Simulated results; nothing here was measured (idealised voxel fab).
process module | voxel air gaps
cross-section cut | 215 nm wide | cells 5 nm
A cross-section is a grid of square cells, given in bands from the top down. A band is one or more rows of cells.
Each band's line starts with the height of the band's top and of its bottom, in nm. Then come its materials from left to right, each with its width in nm. One material with "throughout" fills the band from edge to edge. "air" is empty space.
Height 0 is the level under which the wafer as received is all one material. The lowest band goes on downwards, as in "0 down".
A width such as "30 to 40" changes by the same amount from each row of cells to the next, from the band's top row to its bottom row.
"no change" after a step means that no cell of the cross-section changed.
closed voids: empty space of 8 cells or more with no open way to the top, each as width x height at its distance from the left edge, in nm
after a step's settings: what the simulator itself notes on the step
overlay nm, on a step with a mask: how far to the right of its planned place the mask lay; to the left if negative
plan
1 op RECEIVE | material Si
2 op CONFORMAL_DEP | material SiO2 | thk nm 15
3 op CONFORMAL_DEP | material SiN | thk nm 5
4 op DIRECTIONAL_DEP | material SiO2 | thk nm 40
5 op MASKED_ETCH | tone open | mask id LINES | width nm 25 | pitch nm 55 | etch materials SiO2 | depth nm 40 | overlay nm 0
6 op CONFORMAL_DEP | material TiN | thk nm 5
7 op FILL_DEP | material Cu | thk nm 5
8 op CMP | height nm 60
9 op EPI | material Ru | thk nm 10
10 op SELECTIVE_ETCH | etch materials SiO2 | depth nm 50
11 op CONFORMAL_DEP | material SiCN | thk nm 5
as received, after step 1
  0 down: Si throughout
  closed voids: none
a wafer at the end: this start, this plan, one mistake
  75 to 70: air 20 | SiCN 165 | air 30
  70 to 60: air 20 | SiCN 5 | Ru 45 | SiCN 10 | Ru 45 | SiCN 10 | Ru 45 | SiCN 5 | air 30
  60 to 55: air 20 | SiCN 15 | TiN 5 | Cu 15 | TiN 5 | SiCN 30 | TiN 5 | Cu 15 | TiN 5 | SiCN 30 | TiN 5 | Cu 15 | TiN 5 | SiCN 15 | air 30
  55 to 25: air 30 | SiCN 5 | TiN 5 | Cu 15 | TiN 5 | SiCN 5 | air 20 | SiCN 5 | TiN 5 | Cu 15 | TiN 5 | SiCN 5 | air 20 | SiCN 5 | TiN 5 | Cu 15 | TiN 5 | SiCN 5 | air 40
  25 to 20: SiCN 35 | TiN 25 | SiCN 30 | TiN 25 | SiCN 30 | TiN 25 | SiCN 45
  20 to 15: SiN throughout
  15 to 0: SiO2 throughout
  0 down: Si throughout
  closed voids: 20 x 30 at 65; 20 x 30 at 120
what went wrong: step 5 ran as: op MASKED_ETCH | tone open | mask id LINES | width nm 25 | pitch nm 55 | etch materials SiO2 | depth nm 40 | overlay nm -5
